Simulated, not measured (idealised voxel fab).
Proc. module: voxel air gaps
This is section cut - it's 150 nm across, gridded in 5 nm square cells.
Cross-section = grid of square cells, listed top down in bands; band = one or more rows.
Within each band entry, the heights of the top and of the bottom of the band appear first, in that order and in nm; the materials of the band then follow from left to right, each with its corresponding width in nm. The designation "throughout" on a single material indicates that it fills the band from edge to edge; the designation "blank" indicates empty space.
Height 0 is the level under which the wafer as received is all one material. The lowest band goes on downwards, as in "top 0, no bottom".
Read "30 to 40" as a graded width: first number on top, second number at the bottom, same change between each pair of neighbouring rows.
Step note "nothing different" = no cross-section cell changed.
"Sealed cavities" - sealed voids, min. 8 cells, no opening to top; format: width x height at distance (distance from left edge; nm throughout).
Past the settings on a step's line: simulator remark, on that step.
overlay nm: mask offset rightward from planned place, masked step; negative means leftward offset.
Here's what the planned process steps look like:
step 1: RECEIVE | material Si
step 2: CONFORMAL_DEP | material SiO2 | thk nm 15
step 3: CONFORMAL_DEP | material SiN | thk nm 5
step 4: DIRECTIONAL_DEP | material SiO2 | thk nm 35
step 5: MASKED_ETCH | tone open | mask id LINES | width nm 20 | pitch nm 45 | etch materials SiO2 | depth nm 35 | overlay nm 0
step 6: CONFORMAL_DEP | material TiN | thk nm 5
step 7: FILL_DEP | material Ru | thk nm 5
step 8: CMP | height nm 55
step 9: EPI | material Ru | thk nm 10
step 10: SELECTIVE_ETCH | etch materials SiO2 | depth nm 45
step 11: CONFORMAL_DEP | material SiN | thk nm 5
Of two wafers, the first: run according to plan:
Cross-section of the wafer at receipt, which is the condition after step 1:
	top 0, no bottom | Si throughout
	Sealed cavities: none
Upon completion of step 2, the wafer appears in cross-section as shown:
	top 15, bottom 0 | SiO2 throughout
	Unchanged below 0.
Upon completion of step 3, the wafer appears in cross-section as shown:
	top 20, bottom 15 | SiN throughout
	Unchanged below 15.
Upon completion of step 4, the wafer appears in cross-section as shown:
	top 55, bottom 20 | SiO2 throughout
	Unchanged below 20.
Upon completion of step 5, the wafer appears in cross-section as shown:
	top 55, bottom 20 | SiO2: 20, blank: 20, SiO2: 25, blank: 20, SiO2: 25, blank: 20, SiO2: 20
	Unchanged below 20.
Upon completion of step 6, the wafer appears in cross-section as shown:
	top 60, bottom 55 | TiN: 25, blank: 10, TiN: 35, blank: 10, TiN: 35, blank: 10, TiN: 25
	top 55, bottom 25 | SiO2: 20, TiN: 5, blank: 10, TiN: 5, SiO2: 25, TiN: 5, blank: 10, TiN: 5, SiO2: 25, TiN: 5, blank: 10, TiN: 5, SiO2: 20
	top 25, bottom 20 | SiO2: 20, TiN: 20, SiO2: 25, TiN: 20, SiO2: 25, TiN: 20, SiO2: 20
	Unchanged below 20.
Upon completion of step 7, the wafer appears in cross-section as shown:
	top 65, bottom 60 | Ru throughout
	top 60, bottom 55 | TiN: 25, Ru: 10, TiN: 35, Ru: 10, TiN: 35, Ru: 10, TiN: 25
	top 55, bottom 25 | SiO2: 20, TiN: 5, Ru: 10, TiN: 5, SiO2: 25, TiN: 5, Ru: 10, TiN: 5, SiO2: 25, TiN: 5, Ru: 10, TiN: 5, SiO2: 20
	Unchanged below 25.
Upon completion of step 8, the wafer appears in cross-section as shown:
	top 55, bottom 25 | SiO2: 20, TiN: 5, Ru: 10, TiN: 5, SiO2: 25, TiN: 5, Ru: 10, TiN: 5, SiO2: 25, TiN: 5, Ru: 10, TiN: 5, SiO2: 20
	Unchanged below 25.
Upon completion of step 9, the wafer appears in cross-section as shown:
	top 65, bottom 55 | blank: 10, Ru: 40, blank: 5, Ru: 40, blank: 5, Ru: 40, blank: 10
	Unchanged below 55.
Upon completion of step 10, the wafer appears in cross-section as shown:
	top 65, bottom 55 | blank: 10, Ru: 40, blank: 5, Ru: 40, blank: 5, Ru: 40, blank: 10
	top 55, bottom 25 | blank: 20, TiN: 5, Ru: 10, TiN: 5, blank: 25, TiN: 5, Ru: 10, TiN: 5, blank: 25, TiN: 5, Ru: 10, TiN: 5, blank: 20
	top 25, bottom 20 | blank: 20, TiN: 20, blank: 25, TiN: 20, blank: 25, TiN: 20, blank: 20
	Unchanged below 20.
Upon completion of step 11, the wafer appears in cross-section as shown:
	top 70, bottom 65 | blank: 5, SiN: 140, blank: 5
	top 65, bottom 55 | blank: 5, SiN: 5, Ru: 40, SiN: 5, Ru: 40, SiN: 5, Ru: 40, SiN: 5, blank: 5
	top 55, bottom 50 | blank: 5, SiN: 15, TiN: 5, Ru: 10, TiN: 5, SiN: 25, TiN: 5, Ru: 10, TiN: 5, SiN: 25, TiN: 5, Ru: 10, TiN: 5, SiN: 15, blank: 5
	top 50, bottom 25 | blank: 15, SiN: 5, TiN: 5, Ru: 10, TiN: 5, SiN: 5, blank: 15, SiN: 5, TiN: 5, Ru: 10, TiN: 5, SiN: 5, blank: 15, SiN: 5, TiN: 5, Ru: 10, TiN: 5, SiN: 5, blank: 15
	top 25, bottom 20 | SiN: 20, TiN: 20, SiN: 25, TiN: 20, SiN: 25, TiN: 20, SiN: 20
	Unchanged below 20.
	Sealed cavities: 15 x 25 at 45; 15 x 25 at 90
Notes, second wafer: start = first wafer's, plan = first wafer's, execution had one mistake; history identical to first through step 4:
Second wafer: cross-section at the scheduled end of step 5:
	top 55, bottom 20 | SiO2: 25, blank: 20, SiO2: 25, blank: 20, SiO2: 25, blank: 20, SiO2: 15
	Unchanged below 20.
Second wafer: cross-section at the scheduled end of step 6:
	top 60, bottom 55 | TiN: 30, blank: 10, TiN: 35, blank: 10, TiN: 35, blank: 10, TiN: 20
	top 55, bottom 25 | SiO2: 25, TiN: 5, blank: 10, TiN: 5, SiO2: 25, TiN: 5, blank: 10, TiN: 5, SiO2: 25, TiN: 5, blank: 10, TiN: 5, SiO2: 15
	top 25, bottom 20 | SiO2: 25, TiN: 20, SiO2: 25, TiN: 20, SiO2: 25, TiN: 20, SiO2: 15
	Unchanged below 20.
Second wafer: cross-section at the scheduled end of step 7:
	top 65, bottom 60 | Ru throughout
	top 60, bottom 55 | TiN: 30, Ru: 10, TiN: 35, Ru: 10, TiN: 35, Ru: 10, TiN: 20
	top 55, bottom 25 | SiO2: 25, TiN: 5, Ru: 10, TiN: 5, SiO2: 25, TiN: 5, Ru: 10, TiN: 5, SiO2: 25, TiN: 5, Ru: 10, TiN: 5, SiO2: 15
	Unchanged below 25.
Second wafer: cross-section at the scheduled end of step 8:
	top 55, bottom 25 | SiO2: 25, TiN: 5, Ru: 10, TiN: 5, SiO2: 25, TiN: 5, Ru: 10, TiN: 5, SiO2: 25, TiN: 5, Ru: 10, TiN: 5, SiO2: 15
	Unchanged below 25.
Second wafer: cross-section at the scheduled end of step 9:
	top 65, bottom 55 | blank: 15, Ru: 40, blank: 5, Ru: 40, blank: 5, Ru: 40, blank: 5
	Unchanged below 55.
Second wafer: cross-section at the scheduled end of step 10:
	top 65, bottom 55 | blank: 15, Ru: 40, blank: 5, Ru: 40, blank: 5, Ru: 40, blank: 5
	top 55, bottom 25 | blank: 25, TiN: 5, Ru: 10, TiN: 5, blank: 25, TiN: 5, Ru: 10, TiN: 5, blank: 25, TiN: 5, Ru: 10, TiN: 5, blank: 15
	top 25, bottom 20 | blank: 25, TiN: 20, blank: 25, TiN: 20, blank: 25, TiN: 20, blank: 15
	Unchanged below 20.
Second wafer: cross-section at the scheduled end of step 11:
	top 70, bottom 65 | blank: 10, SiN: 140
	top 65, bottom 55 | blank: 10, SiN: 5, Ru: 40, SiN: 5, Ru: 40, SiN: 5, Ru: 40, SiN: 5
	top 55, bottom 50 | blank: 10, SiN: 15, TiN: 5, Ru: 10, TiN: 5, SiN: 25, TiN: 5, Ru: 10, TiN: 5, SiN: 25, TiN: 5, Ru: 10, TiN: 5, SiN: 15
	top 50, bottom 25 | blank: 20, SiN: 5, TiN: 5, Ru: 10, TiN: 5, SiN: 5, blank: 15, SiN: 5, TiN: 5, Ru: 10, TiN: 5, SiN: 5, blank: 15, SiN: 5, TiN: 5, Ru: 10, TiN: 5, SiN: 5, blank: 10
	top 25, bottom 20 | SiN: 25, TiN: 20, SiN: 25, TiN: 20, SiN: 25, TiN: 20, SiN: 15
	Unchanged below 20.
	Sealed cavities: 15 x 25 at 50; 15 x 25 at 95; 10 x 25 at 140
Run error: step 5 ran differently from the plan; actual operation with settings: MASKED_ETCH | tone open | mask id LINES | width nm 20 | pitch nm 45 | etch materials SiO2 | depth nm 35 | overlay nm 5
The concluding comparison shows that, measured in cells, each material is equally abundant on both wafers, albeit at different positions.
At process end, closed voids number 2 in the first wafer and 3 in the second wafer.
